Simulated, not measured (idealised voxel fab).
The name of this process module is voxel released beams.
We display cut, a cross-section 190 nm in width whose square cells are each 5 nm.
Cross-section layout: square cells on a grid; listed as bands, top to bottom; a band spans one or more cell rows. Heads up on the band format: heights come first, top then bottom, in nm. After that it's the materials left to right, each with its width in nm. A single material flagged "everywhere" fills the whole band edge to edge, and "blank" means there's empty space there. The level at which height equals 0 is the one under which the wafer, as it arrives, is entirely one material. No lower edge exists for the bottom band, which continues downward and is notated as in "from 0 down". You'd read "30 to 40" like this: the band's top row of cells is as wide as the first number, its bottom row is as wide as the second, and going down, every row changes width by the same amount as the row before did. Take "everything unchanged" at face value: in the step it is given for, the cross-section changed in none of its cells. You'll see "Voids, fully enclosed" listing empty spaces that have no way open to the top, as long as they're 8 cells or more; the notation is width x height at distance, where the distance is from the left edge, and all of it is in nm. Whatever follows a step's settings on its line is a remark the simulator itself makes about that step. Each step line may optionally specify "overlay nm", which for a step with a mask gives the rightward distance between the mask's planned place and where it lay, a negative value indicating the leftward direction.

## Listed below are the process steps as planned
- 1: RECEIVE,material Si
- 2: CONFORMAL_DEP,material Al2O3,thk nm 5
- 3: DIRECTIONAL_DEP,material SiO2,thk nm 20
- 4: MASKED_ETCH,tone open,mask id ANCHOR,width nm 35,etch materials SiO2,depth nm 20,overlay nm 0
- 5: CONFORMAL_DEP,material W,thk nm 15
- 6: DIRECTIONAL_DEP,material aC,thk nm 10
- 7: PATTERN,tone cover,mask id BEAM,material resist,width nm 115,thk nm 25,overlay nm 0
- 8: DIRECTIONAL_ETCH,etch materials aC,depth nm 10
- 9: STRIP,etch materials resist
- 10: DIRECTIONAL_ETCH,etch materials W,depth nm 15
- 11: STRIP,etch materials aC
- 12: STRIP,etch materials SiO2

## The first wafer of two, processed as planned

## Incoming wafer in cross-section (state: after step 1)
	from 0 down: Si everywhere
	Voids, fully enclosed: none

## Cross-section of the wafer subsequent to step 2
	from 5 to 0: Al2O3 everywhere
	Unchanged below 0.

## Cross-section of the wafer subsequent to step 3
	from 25 to 5: SiO2 everywhere
	Unchanged below 5.

## Cross-section of the wafer subsequent to step 4
	from 25 to 5: 40 of SiO2  35 of blank  115 of SiO2
	Unchanged below 5.

## Cross-section of the wafer subsequent to step 5
	from 40 to 25: 55 of W  5 of blank  130 of W
	from 25 to 20: 40 of SiO2  15 of W  5 of blank  15 of W  115 of SiO2
	from 20 to 5: 40 of SiO2  35 of W  115 of SiO2
	Unchanged below 5.

## Cross-section of the wafer subsequent to step 6
	from 50 to 40: 55 of aC  5 of blank  130 of aC
	from 40 to 30: 55 of W  5 of blank  130 of W
	from 30 to 25: 55 of W  5 of aC  130 of W
	from 25 to 20: 40 of SiO2  15 of W  5 of aC  15 of W  115 of SiO2
	Unchanged below 20.

## Cross-section of the wafer subsequent to step 7
	from 75 to 50: 35 of blank  115 of resist  40 of blank
	from 50 to 40: 55 of aC  5 of resist  130 of aC
	from 40 to 30: 55 of W  5 of resist  130 of W
	Unchanged below 30.

## Cross-section of the wafer subsequent to step 8
	from 65 to 50: 35 of blank  115 of resist  40 of blank
	from 50 to 40: 35 of blank  20 of aC  5 of resist  90 of aC  40 of blank
	Unchanged below 40.

## Cross-section of the wafer subsequent to step 9
	from 50 to 40: 35 of blank  20 of aC  5 of blank  90 of aC  40 of blank
	from 40 to 30: 55 of W  5 of blank  130 of W
	Unchanged below 30.

## Cross-section of the wafer subsequent to step 10
	from 50 to 40: 35 of blank  20 of aC  5 of blank  90 of aC  40 of blank
	from 40 to 30: 35 of blank  20 of W  5 of blank  90 of W  40 of blank
	from 30 to 25: 35 of blank  20 of W  5 of aC  90 of W  40 of blank
	Unchanged below 25.

## Cross-section of the wafer subsequent to step 11
	from 40 to 25: 35 of blank  20 of W  5 of blank  90 of W  40 of blank
	from 25 to 20: 40 of SiO2  15 of W  5 of blank  15 of W  115 of SiO2
	Unchanged below 20.

## Cross-section of the wafer subsequent to step 12
	from 40 to 25: 35 of blank  20 of W  5 of blank  90 of W  40 of blank
	from 25 to 20: 40 of blank  15 of W  5 of blank  15 of W  115 of blank
	from 20 to 5: 40 of blank  35 of W  115 of blank
	Unchanged below 5.

## Second wafer. Start and plan as for the first. One mistake made in running. Agrees with the first up to and including step 4

## Planned end of step 5: second wafer, cross-section
	from 55 to 25: W everywhere
	from 25 to 5: 40 of SiO2  35 of W  115 of SiO2
	Unchanged below 5.

## Planned end of step 6: second wafer, cross-section
	from 65 to 55: aC everywhere
	Unchanged below 55.

## Planned end of step 7: second wafer, cross-section
	from 90 to 65: 35 of blank  115 of resist  40 of blank
	Unchanged below 65.

## Planned end of step 8: second wafer, cross-section
	from 80 to 65: 35 of blank  115 of resist  40 of blank
	from 65 to 55: 35 of blank  115 of aC  40 of blank
	Unchanged below 55.

## Planned end of step 9: second wafer, cross-section
	from 65 to 55: 35 of blank  115 of aC  40 of blank
	Unchanged below 55.

## Planned end of step 10: second wafer, cross-section
	from 65 to 55: 35 of blank  115 of aC  40 of blank
	from 55 to 40: 35 of blank  115 of W  40 of blank
	Unchanged below 40.

## Planned end of step 11: second wafer, cross-section
	from 55 to 40: 35 of blank  115 of W  40 of blank
	Unchanged below 40.

Planned end of step 12: second wafer, cross-section: everything unchanged
Plan not followed: it should be noted that step 5 of the plan was executed twice
Bottom line after processing is that, in cells, the second wafer is up or down on some materials versus the first: SiO2: 124 more; W: 118 more
